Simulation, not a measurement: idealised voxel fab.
Title: Process Module voxel wiring stack
We display cut, a cross-section 260 nm in width whose square cells are each 5 nm.
Each cross-section below is a grid of square cells, stated as bands in top-down order, with one or more rows of cells making up each band. Basically the band line says how high the top is and how high the bottom is, in nm, and then what's in it from left to right, every material with its width in nm. Empty space shows up as "empty", and if a single material carries "throughout" it runs the full band edge to edge. For the purposes of this specification, 0 denotes the height below which the wafer in its as-received condition is composed wholly of one material, and the lowermost band, lacking a lower limit, extends downward without end, as expressed in "from 0 down". The notation "30->40" denotes a width that varies across the rows of cells in the band, beginning at the first number in the top row, finishing at the second number in the bottom row, and changing by an identical amount from each row to the next. The designation "no modifications", where it is given for a processing step, indicates that no cell of the cross-section was altered in the course of that step. "Entrapped void list" specifies each empty space that is not open to the top and that occupies no fewer than 8 cells, using the form width x height at distance, the distance measured from the left edge and all three quantities in nm. It should be noted that, on the line of a given step, the content following the step's settings is a remark produced by the simulator itself with respect to that step. A step's line can hold "overlay nm"; with a mask on that step, the setting says how far right of the planned place the mask lay, while a negative setting says it lay to the left. Each of the pairs that make up the rest of this document says: here is the cross-section before one process step, here is the cross-section after it, drawn only down to the lowest band that changed, and here, under the pair, is the step lying between them with its settings. Different pairs may come from different runs of this module on the same starting wafer, so a pair continues from the pair above it only where its entry headed "Before-step section" says so.

Before-step section
  from 0 down = Si throughout
  Entrapped void list: none

Post-Step Geometry
  from 10 to 0 = SiO2 throughout
  All layers under 0 are left as they were.
  Entrapped void list: none
Can you name the step between the two cross-sections above? It is CONFORMAL_DEP with material SiO2, thk nm 10

Before-step section: The structure entering this step is exactly what the pair just above shows after its step.

Post-Step Geometry
  from 15 to 10 = TiN throughout
  All layers under 10 are left as they were.
  Entrapped void list: none
Can you name the step between the two cross-sections above? It is DIRECTIONAL_DEP with material TiN, thk nm 5

Before-step section: The structure entering this step is exactly what the pair just above shows after its step.

Post-Step Geometry
  from 40 to 15 = W throughout
  All layers under 15 are left as they were.
  Entrapped void list: none
Can you name the step between the two cross-sections above? It is DIRECTIONAL_DEP with material W, thk nm 25

Before-step section: The structure entering this step is exactly what the pair just above shows after its step.

Post-Step Geometry
  from 40 to 15 = empty 70; W 20; empty 30; W 20; empty 30; W 20; empty 70
  All layers under 15 are left as they were.
  Entrapped void list: none
Can you name the step between the two cross-sections above? It is MASKED_ETCH with tone cover, mask id METAL_1, width nm 20, pitch nm 50, etch materials W, depth nm 25, overlay nm 0

Before-step section: The structure entering this step is exactly what the pair just above shows after its step.

Post-Step Geometry
  from 40 to 15 = empty 70; W 20; empty 30; W 20; empty 30; W 20; empty 70
  from 15 to 10 = empty 70; TiN 20; empty 30; TiN 20; empty 30; TiN 20; empty 70
  All layers under 10 are left as they were.
  Entrapped void list: none
Can you name the step between the two cross-sections above? It is MASKED_ETCH with tone cover, mask id METAL_1, width nm 20, pitch nm 50, etch materials TiN, depth nm 5, overlay nm 0

Before-step section: The structure entering this step is exactly what the pair just above shows after its step.

Post-Step Geometry
  from 45 to 40 = empty 65; SiN 30; empty 20; SiN 30; empty 20; SiN 30; empty 65
  from 40 to 15 = empty 65; SiN 5; W 20; SiN 5; empty 20; SiN 5; W 20; SiN 5; empty 20; SiN 5; W 20; SiN 5; empty 65
  from 15 to 10 = SiN 70; TiN 20; SiN 30; TiN 20; SiN 30; TiN 20; SiN 70
  All layers under 10 are left as they were.
  Entrapped void list: none
Can you name the step between the two cross-sections above? It is CONFORMAL_DEP with material SiN, thk nm 5

Before-step section: The structure entering this step is exactly what the pair just above shows after its step.

Post-Step Geometry
  from 55 to 45 = lowk throughout
  from 45 to 40 = lowk 65; SiN 30; lowk 20; SiN 30; lowk 20; SiN 30; lowk 65
  from 40 to 15 = lowk 65; SiN 5; W 20; SiN 5; lowk 20; SiN 5; W 20; SiN 5; lowk 20; SiN 5; W 20; SiN 5; lowk 65
  All layers under 15 are left as they were.
  Entrapped void list: none
Can you name the step between the two cross-sections above? It is FILL_DEP with material lowk, thk nm 10

Before-step section: The structure entering this step is exactly what the pair just above shows after its step.

Post-Step Geometry
  from 40 to 15 = lowk 65; SiN 5; W 20; SiN 5; lowk 20; SiN 5; W 20; SiN 5; lowk 20; SiN 5; W 20; SiN 5; lowk 65
  All layers under 15 are left as they were.
  Entrapped void list: none
Can you name the step between the two cross-sections above? It is CMP with height nm 40

Before-step section: The structure entering this step is exactly what the pair just above shows after its step.

Post-Step Geometry
  from 45 to 40 = SiCN throughout
  All layers under 40 are left as they were.
  Entrapped void list: none
Can you name the step between the two cross-sections above? It is CONFORMAL_DEP with material SiCN, thk nm 5

Before-step section: The structure entering this step is exactly what the pair just above shows after its step.

Post-Step Geometry
  from 60 to 45 = lowk throughout
  All layers under 45 are left as they were.
  Entrapped void list: none
Can you name the step between the two cross-sections above? It is DIRECTIONAL_DEP with material lowk, thk nm 15

Before-step section: The structure entering this step is exactly what the pair just above shows after its step.

Post-Step Geometry
  from 60 to 45 = lowk 70; empty 15; lowk 85; empty 15; lowk 75
  All layers under 45 are left as they were.
  Entrapped void list: none
Can you name the step between the two cross-sections above? It is MASKED_ETCH with tone open, mask id PLUG_1, width nm 15, pitch nm 100, etch materials lowk, depth nm 15, overlay nm 0

Before-step section: The structure entering this step is exactly what the pair just above shows after its step.

Post-Step Geometry
  from 60 to 45 = lowk 70; empty 15; lowk 85; empty 15; lowk 75
  from 45 to 40 = SiCN 70; empty 15; SiCN 85; empty 15; SiCN 75
  All layers under 40 are left as they were.
  Entrapped void list: none
Can you name the step between the two cross-sections above? It is MASKED_ETCH with tone open, mask id PLUG_1, width nm 15, pitch nm 100, etch materials SiCN, depth nm 5, overlay nm 0

Before-step section: The structure entering this step is exactly what the pair just above shows after its step.

Post-Step Geometry
  from 65 to 60 = TiN 75; empty 5; TiN 95; empty 5; TiN 80
  from 60 to 45 = lowk 70; TiN 5; empty 5; TiN 5; lowk 85; TiN 5; empty 5; TiN 5; lowk 75
  from 45 to 40 = SiCN 70; TiN 15; SiCN 85; TiN 15; SiCN 75
  All layers under 40 are left as they were.
  Entrapped void list: none
Can you name the step between the two cross-sections above? It is CONFORMAL_DEP with material TiN, thk nm 5

Before-step section: The structure entering this step is exactly what the pair just above shows after its step.

Post-Step Geometry
  from 70 to 65 = Cu throughout
  from 65 to 60 = TiN 75; Cu 5; TiN 95; Cu 5; TiN 80
  from 60 to 45 = lowk 70; TiN 5; Cu 5; TiN 5; lowk 85; TiN 5; Cu 5; TiN 5; lowk 75
  All layers under 45 are left as they were.
  Entrapped void list: none
Can you name the step between the two cross-sections above? It is FILL_DEP with material Cu, thk nm 5

Before-step section: The structure entering this step is exactly what the pair just above shows after its step.

Post-Step Geometry
  from 60 to 45 = lowk 70; TiN 5; Cu 5; TiN 5; lowk 85; TiN 5; Cu 5; TiN 5; lowk 75
  All layers under 45 are left as they were.
  Entrapped void list: none
Can you name the step between the two cross-sections above? It is CMP with height nm 60

Before-step section: The structure entering this step is exactly what the pair just above shows after its step.

Post-Step Geometry
  from 65 to 60 = SiCN throughout
  All layers under 60 are left as they were.
  Entrapped void list: none
Can you name the step between the two cross-sections above? It is CONFORMAL_DEP with material SiCN, thk nm 5

Before-step section: The structure entering this step is exactly what the pair just above shows after its step.

Post-Step Geometry
  from 90 to 65 = SiO2 throughout
  All layers under 65 are left as they were.
  Entrapped void list: none
Can you name the step between the two cross-sections above? It is DIRECTIONAL_DEP with material SiO2, thk nm 25

Before-step section: The structure entering this step is exactly what the pair just above shows after its step.

Post-Step Geometry
  from 105 to 90 = aC throughout
  All layers under 90 are left as they were.
  Entrapped void list: none
Can you name the step between the two cross-sections above? It is DIRECTIONAL_DEP with material aC, thk nm 15

Before-step section: The structure entering this step is exactly what the pair just above shows after its step.

Post-Step Geometry
  from 135 to 105 = resist 70; empty 20; resist 30; empty 20; resist 30; empty 20; resist 70
  All layers under 105 are left as they were.
  Entrapped void list: none
Can you name the step between the two cross-sections above? It is PATTERN with tone open, mask id METAL_2, material resist, width nm 20, pitch nm 50, thk nm 30, overlay nm 0

Before-step section: The structure entering this step is exactly what the pair just above shows after its step.

Post-Step Geometry
  from 120 to 105 = resist 70; empty 20; resist 30; empty 20; resist 30; empty 20; resist 70
  from 105 to 90 = aC 70; empty 20; aC 30; empty 20; aC 30; empty 20; aC 70
  All layers under 90 are left as they were.
  Entrapped void list: none
Can you name the step between the two cross-sections above? It is DIRECTIONAL_ETCH with etch materials aC, depth nm 15

Before-step section: The structure entering this step is exactly what the pair just above shows after its step.

Post-Step Geometry
  from 105 to 90 = aC 70; empty 20; aC 30; empty 20; aC 30; empty 20; aC 70
  All layers under 90 are left as they were.
  Entrapped void list: none
Can you name the step between the two cross-sections above? It is STRIP with etch materials resist

Before-step section: The structure entering this step is exactly what the pair just above shows after its step.

Post-Step Geometry
  from 105 to 90 = aC 70; empty 20; aC 30; empty 20; aC 30; empty 20; aC 70
  from 90 to 65 = SiO2 70; empty 20; SiO2 30; empty 20; SiO2 30; empty 20; SiO2 70
  All layers under 65 are left as they were.
  Entrapped void list: none
Can you name the step between the two cross-sections above? It is DIRECTIONAL_ETCH with etch materials SiO2, depth nm 25

Before-step section: The structure entering this step is exactly what the pair just above shows after its step.

Post-Step Geometry
  from 105 to 90 = aC 70; empty 20; aC 30; empty 20; aC 30; empty 20; aC 70
  from 90 to 65 = SiO2 70; empty 20; SiO2 30; empty 20; SiO2 30; empty 20; SiO2 70
  from 65 to 60 = SiCN 70; empty 20; SiCN 30; empty 20; SiCN 30; empty 20; SiCN 70
  All layers under 60 are left as they were.
  Entrapped void list: none
Can you name the step between the two cross-sections above? It is DIRECTIONAL_ETCH with etch materials SiCN, depth nm 5

Before-step section: The structure entering this step is exactly what the pair just above shows after its step.

Post-Step Geometry
  from 90 to 65 = SiO2 70; empty 20; SiO2 30; empty 20; SiO2 30; empty 20; SiO2 70
  All layers under 65 are left as they were.
  Entrapped void list: none
Can you name the step between the two cross-sections above? It is STRIP with etch materials aC

Before-step section: The structure entering this step is exactly what the pair just above shows after its step.

Post-Step Geometry
  from 95 to 90 = TiN 75; empty 10; TiN 40; empty 10; TiN 40; empty 10; TiN 75
  from 90 to 65 = SiO2 70; TiN 5; empty 10; TiN 5; SiO2 30; TiN 5; empty 10; TiN 5; SiO2 30; TiN 5; empty 10; TiN 5; SiO2 70
  from 65 to 60 = SiCN 70; TiN 20; SiCN 30; TiN 20; SiCN 30; TiN 20; SiCN 70
  All layers under 60 are left as they were.
  Entrapped void list: none
Can you name the step between the two cross-sections above? It is CONFORMAL_DEP with material TiN, thk nm 5

Before-step section: The structure entering this step is exactly what the pair just above shows after its step.

Post-Step Geometry
  from 105 to 95 = Ru throughout
  from 95 to 90 = TiN 75; Ru 10; TiN 40; Ru 10; TiN 40; Ru 10; TiN 75
  from 90 to 65 = SiO2 70; TiN 5; Ru 10; TiN 5; SiO2 30; TiN 5; Ru 10; TiN 5; SiO2 30; TiN 5; Ru 10; TiN 5; SiO2 70
  All layers under 65 are left as they were.
  Entrapped void list: none
Can you name the step between the two cross-sections above? It is FILL_DEP with material Ru, thk nm 10

Before-step section: The structure entering this step is exactly what the pair just above shows after its step.

Post-Step Geometry
  from 90 to 65 = SiO2 70; TiN 5; Ru 10; TiN 5; SiO2 30; TiN 5; Ru 10; TiN 5; SiO2 30; TiN 5; Ru 10; TiN 5; SiO2 70
  All layers under 65 are left as they were.
  Entrapped void list: none
Can you name the step between the two cross-sections above? It is CMP with height nm 90

Before-step section: The structure entering this step is exactly what the pair just above shows after its step.

Post-Step Geometry
  from 95 to 90 = SiCN throughout
  All layers under 90 are left as they were.
  Entrapped void list: none
Can you name the step between the two cross-sections above? It is CONFORMAL_DEP with material SiCN, thk nm 5

Before-step section: The structure entering this step is exactly what the pair just above shows after its step.

Post-Step Geometry
  from 115 to 95 = SiO2 throughout
  All layers under 95 are left as they were.
  Entrapped void list: none
Can you name the step between the two cross-sections above? It is DIRECTIONAL_DEP with material SiO2, thk nm 20

Before-step section: The structure entering this step is exactly what the pair just above shows after its step.

Post-Step Geometry
  from 115 to 95 = SiO2 70; empty 15; SiO2 35; empty 15; SiO2 35; empty 15; SiO2 75
  All layers under 95 are left as they were.
  Entrapped void list: none
Can you name the step between the two cross-sections above? It is MASKED_ETCH with tone open, mask id PLUG_2, width nm 15, pitch nm 50, etch materials SiO2, depth nm 20, overlay nm 0

Before-step section: The structure entering this step is exactly what the pair just above shows after its step.

Post-Step Geometry
  from 115 to 95 = SiO2 70; empty 15; SiO2 35; empty 15; SiO2 35; empty 15; SiO2 75
  from 95 to 90 = SiCN 70; empty 15; SiCN 35; empty 15; SiCN 35; empty 15; SiCN 75
  All layers under 90 are left as they were.
  Entrapped void list: none
Can you name the step between the two cross-sections above? It is MASKED_ETCH with tone open, mask id PLUG_2, width nm 15, pitch nm 50, etch materials SiCN, depth nm 5, overlay nm 0

Before-step section: The structure entering this step is exactly what the pair just above shows after its step.

Post-Step Geometry
  from 120 to 115 = TiN 75; empty 5; TiN 45; empty 5; TiN 45; empty 5; TiN 80
  from 115 to 95 = SiO2 70; TiN 5; empty 5; TiN 5; SiO2 35; TiN 5; empty 5; TiN 5; SiO2 35; TiN 5; empty 5; TiN 5; SiO2 75
  from 95 to 90 = SiCN 70; TiN 15; SiCN 35; TiN 15; SiCN 35; TiN 15; SiCN 75
  All layers under 90 are left as they were.
  Entrapped void list: none
Can you name the step between the two cross-sections above? It is CONFORMAL_DEP with material TiN, thk nm 5

Before-step section: The structure entering this step is exactly what the pair just above shows after its step.

Post-Step Geometry
  from 125 to 120 = W throughout
  from 120 to 115 = TiN 75; W 5; TiN 45; W 5; TiN 45; W 5; TiN 80
  from 115 to 95 = SiO2 70; TiN 5; W 5; TiN 5; SiO2 35; TiN 5; W 5; TiN 5; SiO2 35; TiN 5; W 5; TiN 5; SiO2 75
  All layers under 95 are left as they were.
  Entrapped void list: none
Can you name the step between the two cross-sections above? It is FILL_DEP with material W, thk nm 5

Before-step section: The structure entering this step is exactly what the pair just above shows after its step.

Post-Step Geometry
  from 115 to 95 = SiO2 70; TiN 5; W 5; TiN 5; SiO2 35; TiN 5; W 5; TiN 5; SiO2 35; TiN 5; W 5; TiN 5; SiO2 75
  All layers under 95 are left as they were.
  Entrapped void list: none
Can you name the step between the two cross-sections above? It is CMP with height nm 115

Before-step section: The structure entering this step is exactly what the pair just above shows after its step.

Post-Step Geometry
  from 120 to 115 = SiCN throughout
  All layers under 115 are left as they were.
  Entrapped void list: none
Can you name the step between the two cross-sections above? It is CONFORMAL_DEP with material SiCN, thk nm 5

Before-step section: The structure entering this step is exactly what the pair just above shows after its step.

Post-Step Geometry
  from 140 to 120 = SiO2 throughout
  All layers under 120 are left as they were.
  Entrapped void list: none
Can you name the step between the two cross-sections above? It is DIRECTIONAL_DEP with material SiO2, thk nm 20

Before-step section: The structure entering this step is exactly what the pair just above shows after its step.

Post-Step Geometry
  from 155 to 140 = resist 70; empty 20; resist 30; empty 20; resist 30; empty 20; resist 70
  All layers under 140 are left as they were.
  Entrapped void list: none
Can you name the step between the two cross-sections above? It is PATTERN with tone open, mask id METAL_3, material resist, width nm 20, pitch nm 50, thk nm 15, overlay nm 0

Before-step section: The structure entering this step is exactly what the pair just above shows after its step.

Post-Step Geometry
  from 155 to 140 = resist 70; empty 20; resist 30; empty 20; resist 30; empty 20; resist 70
  from 140 to 120 = SiO2 70; empty 20; SiO2 30; empty 20; SiO2 30; empty 20; SiO2 70
  All layers under 120 are left as they were.
  Entrapped void list: none
Can you name the step between the two cross-sections above? It is DIRECTIONAL_ETCH with etch materials SiO2, depth nm 20

Before-step section: The structure entering this step is exactly what the pair just above shows after its step.

Post-Step Geometry
  from 155 to 140 = resist 70; empty 20; resist 30; empty 20; resist 30; empty 20; resist 70
  from 140 to 120 = SiO2 70; empty 20; SiO2 30; empty 20; SiO2 30; empty 20; SiO2 70
  from 120 to 115 = SiCN 70; empty 20; SiCN 30; empty 20; SiCN 30; empty 20; SiCN 70
  All layers under 115 are left as they were.
  Entrapped void list: none
Can you name the step between the two cross-sections above? It is DIRECTIONAL_ETCH with etch materials SiCN, depth nm 5

Before-step section: The structure entering this step is exactly what the pair just above shows after its step.

Post-Step Geometry
  from 140 to 120 = SiO2 70; empty 20; SiO2 30; empty 20; SiO2 30; empty 20; SiO2 70
  All layers under 120 are left as they were.
  Entrapped void list: none
Can you name the step between the two cross-sections above? It is STRIP with etch materials resist

Before-step section: The structure entering this step is exactly what the pair just above shows after its step.

Post-Step Geometry
  from 145 to 140 = TiN 75; empty 10; TiN 40; empty 10; TiN 40; empty 10; TiN 75
  from 140 to 120 = SiO2 70; TiN 5; empty 10; TiN 5; SiO2 30; TiN 5; empty 10; TiN 5; SiO2 30; TiN 5; empty 10; TiN 5; SiO2 70
  from 120 to 115 = SiCN 70; TiN 20; SiCN 30; TiN 20; SiCN 30; TiN 20; SiCN 70
  All layers under 115 are left as they were.
  Entrapped void list: none
Can you name the step between the two cross-sections above? It is CONFORMAL_DEP with material TiN, thk nm 5

Before-step section: The structure entering this step is exactly what the pair just above shows after its step.

Post-Step Geometry
  from 150 to 145 = Ru throughout
  from 145 to 140 = TiN 75; Ru 10; TiN 40; Ru 10; TiN 40; Ru 10; TiN 75
  from 140 to 120 = SiO2 70; TiN 5; Ru 10; TiN 5; SiO2 30; TiN 5; Ru 10; TiN 5; SiO2 30; TiN 5; Ru 10; TiN 5; SiO2 70
  All layers under 120 are left as they were.
  Entrapped void list: none
Can you name the step between the two cross-sections above? It is FILL_DEP with material Ru, thk nm 5

Before-step section: The structure entering this step is exactly what the pair just above shows after its step.

Post-Step Geometry
  from 140 to 120 = SiO2 70; TiN 5; Ru 10; TiN 5; SiO2 30; TiN 5; Ru 10; TiN 5; SiO2 30; TiN 5; Ru 10; TiN 5; SiO2 70
  All layers under 120 are left as they were.
  Entrapped void list: none
Can you name the step between the two cross-sections above? It is CMP with height nm 140

Before-step section: The structure entering this step is exactly what the pair just above shows after its step.

Post-Step Geometry
  from 145 to 140 = empty 65; Ru 30; empty 20; Ru 30; empty 20; Ru 30; empty 65
  All layers under 140 are left as they were.
  Entrapped void list: none
Can you name the step between the two cross-sections above? It is EPI with material Ru, thk nm 5

Before-step section: The structure entering this step is exactly what the pair just above shows after its step.

Post-Step Geometry
  from 150 to 145 = SiCN throughout
  from 145 to 140 = SiCN 65; Ru 30; SiCN 20; Ru 30; SiCN 20; Ru 30; SiCN 65
  All layers under 140 are left as they were.
  Entrapped void list: none
Can you name the step between the two cross-sections above? It is FILL_DEP with material SiCN, thk nm 5

Before-step section
  from 0 down = Si throughout
  Entrapped void list: none

Post-Step Geometry
  from 5 to 0 = TiN throughout
  All layers under 0 are left as they were.
  Entrapped void list: none
Can you name the step between the two cross-sections above? It is DIRECTIONAL_DEP with material TiN, thk nm 5

Before-step section: The structure entering this step is exactly what the pair just above shows after its step.

Post-Step Geometry
  from 30 to 5 = W throughout
  All layers under 5 are left as they were.
  Entrapped void list: none
Can you name the step between the two cross-sections above? It is DIRECTIONAL_DEP with material W, thk nm 25

Before-step section: The structure entering this step is exactly what the pair just above shows after its step.

Post-Step Geometry
  from 30 to 5 = empty 70; W 20; empty 30; W 20; empty 30; W 20; empty 70
  All layers under 5 are left as they were.
  Entrapped void list: none
Can you name the step between the two cross-sections above? It is MASKED_ETCH with tone cover, mask id METAL_1, width nm 20, pitch nm 50, etch materials W, depth nm 25, overlay nm 0

Before-step section: The structure entering this step is exactly what the pair just above shows after its step.

Post-Step Geometry
  from 30 to 5 = empty 70; W 20; empty 30; W 20; empty 30; W 20; empty 70
  from 5 to 0 = empty 70; TiN 20; empty 30; TiN 20; empty 30; TiN 20; empty 70
  All layers under 0 are left as they were.
  Entrapped void list: none
Can you name the step between the two cross-sections above? It is MASKED_ETCH with tone cover, mask id METAL_1, width nm 20, pitch nm 50, etch materials TiN, depth nm 5, overlay nm 0

Before-step section: The structure entering this step is exactly what the pair just above shows after its step.

Post-Step Geometry
  from 35 to 30 = empty 65; SiN 30; empty 20; SiN 30; empty 20; SiN 30; empty 65
  from 30 to 5 = empty 65; SiN 5; W 20; SiN 5; empty 20; SiN 5; W 20; SiN 5; empty 20; SiN 5; W 20; SiN 5; empty 65
  from 5 to 0 = SiN 70; TiN 20; SiN 30; TiN 20; SiN 30; TiN 20; SiN 70
  All layers under 0 are left as they were.
  Entrapped void list: none
Can you name the step between the two cross-sections above? It is CONFORMAL_DEP with material SiN, thk nm 5

Before-step section: The structure entering this step is exactly what the pair just above shows after its step.

Post-Step Geometry
  from 45 to 35 = lowk throughout
  from 35 to 30 = lowk 65; SiN 30; lowk 20; SiN 30; lowk 20; SiN 30; lowk 65
  from 30 to 5 = lowk 65; SiN 5; W 20; SiN 5; lowk 20; SiN 5; W 20; SiN 5; lowk 20; SiN 5; W 20; SiN 5; lowk 65
  All layers under 5 are left as they were.
  Entrapped void list: none
Can you name the step between the two cross-sections above? It is FILL_DEP with material lowk, thk nm 10

Before-step section: The structure entering this step is exactly what the pair just above shows after its step.

Post-Step Geometry
  from 40 to 35 = lowk throughout
  All layers under 35 are left as they were.
  Entrapped void list: none
Can you name the step between the two cross-sections above? It is CMP with height nm 40

Before-step section: The structure entering this step is exactly what the pair just above shows after its step.

Post-Step Geometry
  from 45 to 40 = SiCN throughout
  All layers under 40 are left as they were.
  Entrapped void list: none
Can you name the step between the two cross-sections above? It is CONFORMAL_DEP with material SiCN, thk nm 5

Before-step section: The structure entering this step is exactly what the pair just above shows after its step.

Post-Step Geometry
  from 60 to 45 = lowk throughout
  All layers under 45 are left as they were.
  Entrapped void list: none
Can you name the step between the two cross-sections above? It is DIRECTIONAL_DEP with material lowk, thk nm 15

Before-step section: The structure entering this step is exactly what the pair just above shows after its step.

Post-Step Geometry
  from 60 to 45 = lowk 70; empty 15; lowk 85; empty 15; lowk 75
  All layers under 45 are left as they were.
  Entrapped void list: none
Can you name the step between the two cross-sections above? It is MASKED_ETCH with tone open, mask id PLUG_1, width nm 15, pitch nm 100, etch materials lowk, depth nm 15, overlay nm 0

Before-step section: The structure entering this step is exactly what the pair just above shows after its step.

Post-Step Geometry
  from 60 to 45 = lowk 70; empty 15; lowk 85; empty 15; lowk 75
  from 45 to 40 = SiCN 70; empty 15; SiCN 85; empty 15; SiCN 75
  All layers under 40 are left as they were.
  Entrapped void list: none
Can you name the step between the two cross-sections above? It is MASKED_ETCH with tone open, mask id PLUG_1, width nm 15, pitch nm 100, etch materials SiCN, depth nm 5, overlay nm 0

Before-step section: The structure entering this step is exactly what the pair just above shows after its step.

Post-Step Geometry
  from 65 to 60 = TiN 75; empty 5; TiN 95; empty 5; TiN 80
  from 60 to 45 = lowk 70; TiN 5; empty 5; TiN 5; lowk 85; TiN 5; empty 5; TiN 5; lowk 75
  from 45 to 40 = SiCN 70; TiN 15; SiCN 85; TiN 15; SiCN 75
  All layers under 40 are left as they were.
  Entrapped void list: none
Can you name the step between the two cross-sections above? It is CONFORMAL_DEP with material TiN, thk nm 5

Before-step section: The structure entering this step is exactly what the pair just above shows after its step.

Post-Step Geometry
  from 70 to 65 = Cu throughout
  from 65 to 60 = TiN 75; Cu 5; TiN 95; Cu 5; TiN 80
  from 60 to 45 = lowk 70; TiN 5; Cu 5; TiN 5; lowk 85; TiN 5; Cu 5; TiN 5; lowk 75
  All layers under 45 are left as they were.
  Entrapped void list: none
Can you name the step between the two cross-sections above? It is FILL_DEP with material Cu, thk nm 5

Before-step section: The structure entering this step is exactly what the pair just above shows after its step.

Post-Step Geometry
  from 60 to 45 = lowk 70; TiN 5; Cu 5; TiN 5; lowk 85; TiN 5; Cu 5; TiN 5; lowk 75
  All layers under 45 are left as they were.
  Entrapped void list: none
Can you name the step between the two cross-sections above? It is CMP with height nm 60

Before-step section: The structure entering this step is exactly what the pair just above shows after its step.

Post-Step Geometry
  from 65 to 60 = SiCN throughout
  All layers under 60 are left as they were.
  Entrapped void list: none
Can you name the step between the two cross-sections above? It is CONFORMAL_DEP with material SiCN, thk nm 5

Before-step section: The structure entering this step is exactly what the pair just above shows after its step.

Post-Step Geometry
  from 90 to 65 = SiO2 throughout
  All layers under 65 are left as they were.
  Entrapped void list: none
Can you name the step between the two cross-sections above? It is DIRECTIONAL_DEP with material SiO2, thk nm 25

Before-step section: The structure entering this step is exactly what the pair just above shows after its step.

Post-Step Geometry
  from 105 to 90 = aC throughout
  All layers under 90 are left as they were.
  Entrapped void list: none
Can you name the step between the two cross-sections above? It is DIRECTIONAL_DEP with material aC, thk nm 15

Before-step section: The structure entering this step is exactly what the pair just above shows after its step.

Post-Step Geometry
  from 135 to 105 = resist 70; empty 20; resist 30; empty 20; resist 30; empty 20; resist 70
  All layers under 105 are left as they were.
  Entrapped void list: none
Can you name the step between the two cross-sections above? It is PATTERN with tone open, mask id METAL_2, material resist, width nm 20, pitch nm 50, thk nm 30, overlay nm 0

Before-step section: The structure entering this step is exactly what the pair just above shows after its step.

Post-Step Geometry
  from 120 to 105 = resist 70; empty 20; resist 30; empty 20; resist 30; empty 20; resist 70
  from 105 to 90 = aC 70; empty 20; aC 30; empty 20; aC 30; empty 20; aC 70
  All layers under 90 are left as they were.
  Entrapped void list: none
Can you name the step between the two cross-sections above? It is DIRECTIONAL_ETCH with etch materials aC, depth nm 15

Before-step section: The structure entering this step is exactly what the pair just above shows after its step.

Post-Step Geometry
  from 105 to 90 = aC 70; empty 20; aC 30; empty 20; aC 30; empty 20; aC 70
  All layers under 90 are left as they were.
  Entrapped void list: none
Can you name the step between the two cross-sections above? It is STRIP with etch materials resist

Before-step section: The structure entering this step is exactly what the pair just above shows after its step.

Post-Step Geometry
  from 105 to 90 = aC 70; empty 20; aC 30; empty 20; aC 30; empty 20; aC 70
  from 90 to 65 = SiO2 70; empty 20; SiO2 30; empty 20; SiO2 30; empty 20; SiO2 70
  All layers under 65 are left as they were.
  Entrapped void list: none
Can you name the step between the two cross-sections above? It is DIRECTIONAL_ETCH with etch materials SiO2, depth nm 25

Before-step section: The structure entering this step is exactly what the pair just above shows after its step.

Post-Step Geometry
  from 105 to 90 = aC 70; empty 20; aC 30; empty 20; aC 30; empty 20; aC 70
  from 90 to 65 = SiO2 70; empty 20; SiO2 30; empty 20; SiO2 30; empty 20; SiO2 70
  from 65 to 60 = SiCN 70; empty 20; SiCN 30; empty 20; SiCN 30; empty 20; SiCN 70
  All layers under 60 are left as they were.
  Entrapped void list: none
Can you name the step between the two cross-sections above? It is DIRECTIONAL_ETCH with etch materials SiCN, depth nm 5

Before-step section: The structure entering this step is exactly what the pair just above shows after its step.

Post-Step Geometry
  from 90 to 65 = SiO2 70; empty 20; SiO2 30; empty 20; SiO2 30; empty 20; SiO2 70
  All layers under 65 are left as they were.
  Entrapped void list: none
Can you name the step between the two cross-sections above? It is STRIP with etch materials aC

Before-step section: The structure entering this step is exactly what the pair just above shows after its step.

Post-Step Geometry
  from 95 to 90 = TiN 75; empty 10; TiN 40; empty 10; TiN 40; empty 10; TiN 75
  from 90 to 65 = SiO2 70; TiN 5; empty 10; TiN 5; SiO2 30; TiN 5; empty 10; TiN 5; SiO2 30; TiN 5; empty 10; TiN 5; SiO2 70
  from 65 to 60 = SiCN 70; TiN 20; SiCN 30; TiN 20; SiCN 30; TiN 20; SiCN 70
  All layers under 60 are left as they were.
  Entrapped void list: none
Can you name the step between the two cross-sections above? It is CONFORMAL_DEP with material TiN, thk nm 5

Before-step section: The structure entering this step is exactly what the pair just above shows after its step.

Post-Step Geometry
  from 105 to 95 = Ru throughout
  from 95 to 90 = TiN 75; Ru 10; TiN 40; Ru 10; TiN 40; Ru 10; TiN 75
  from 90 to 65 = SiO2 70; TiN 5; Ru 10; TiN 5; SiO2 30; TiN 5; Ru 10; TiN 5; SiO2 30; TiN 5; Ru 10; TiN 5; SiO2 70
  All layers under 65 are left as they were.
  Entrapped void list: none
Can you name the step between the two cross-sections above? It is FILL_DEP with material Ru, thk nm 10

Before-step section: The structure entering this step is exactly what the pair just above shows after its step.

Post-Step Geometry
  from 90 to 65 = SiO2 70; TiN 5; Ru 10; TiN 5; SiO2 30; TiN 5; Ru 10; TiN 5; SiO2 30; TiN 5; Ru 10; TiN 5; SiO2 70
  All layers under 65 are left as they were.
  Entrapped void list: none
Can you name the step between the two cross-sections above? It is CMP with height nm 90

Before-step section: The structure entering this step is exactly what the pair just above shows after its step.

Post-Step Geometry
  from 95 to 90 = SiCN throughout
  All layers under 90 are left as they were.
  Entrapped void list: none
Can you name the step between the two cross-sections above? It is CONFORMAL_DEP with material SiCN, thk nm 5

Before-step section: The structure entering this step is exactly what the pair just above shows after its step.

Post-Step Geometry
  from 115 to 95 = SiO2 throughout
  All layers under 95 are left as they were.
  Entrapped void list: none
Can you name the step between the two cross-sections above? It is DIRECTIONAL_DEP with material SiO2, thk nm 20

Before-step section: The structure entering this step is exactly what the pair just above shows after its step.

Post-Step Geometry
  from 115 to 95 = SiO2 70; empty 15; SiO2 35; empty 15; SiO2 35; empty 15; SiO2 75
  All layers under 95 are left as they were.
  Entrapped void list: none
Can you name the step between the two cross-sections above? It is MASKED_ETCH with tone open, mask id PLUG_2, width nm 15, pitch nm 50, etch materials SiO2, depth nm 20, overlay nm 0

Before-step section: The structure entering this step is exactly what the pair just above shows after its step.

Post-Step Geometry
  from 115 to 95 = SiO2 70; empty 15; SiO2 35; empty 15; SiO2 35; empty 15; SiO2 75
  from 95 to 90 = SiCN 70; empty 15; SiCN 35; empty 15; SiCN 35; empty 15; SiCN 75
  All layers under 90 are left as they were.
  Entrapped void list: none
Can you name the step between the two cross-sections above? It is MASKED_ETCH with tone open, mask id PLUG_2, width nm 15, pitch nm 50, etch materials SiCN, depth nm 5, overlay nm 0
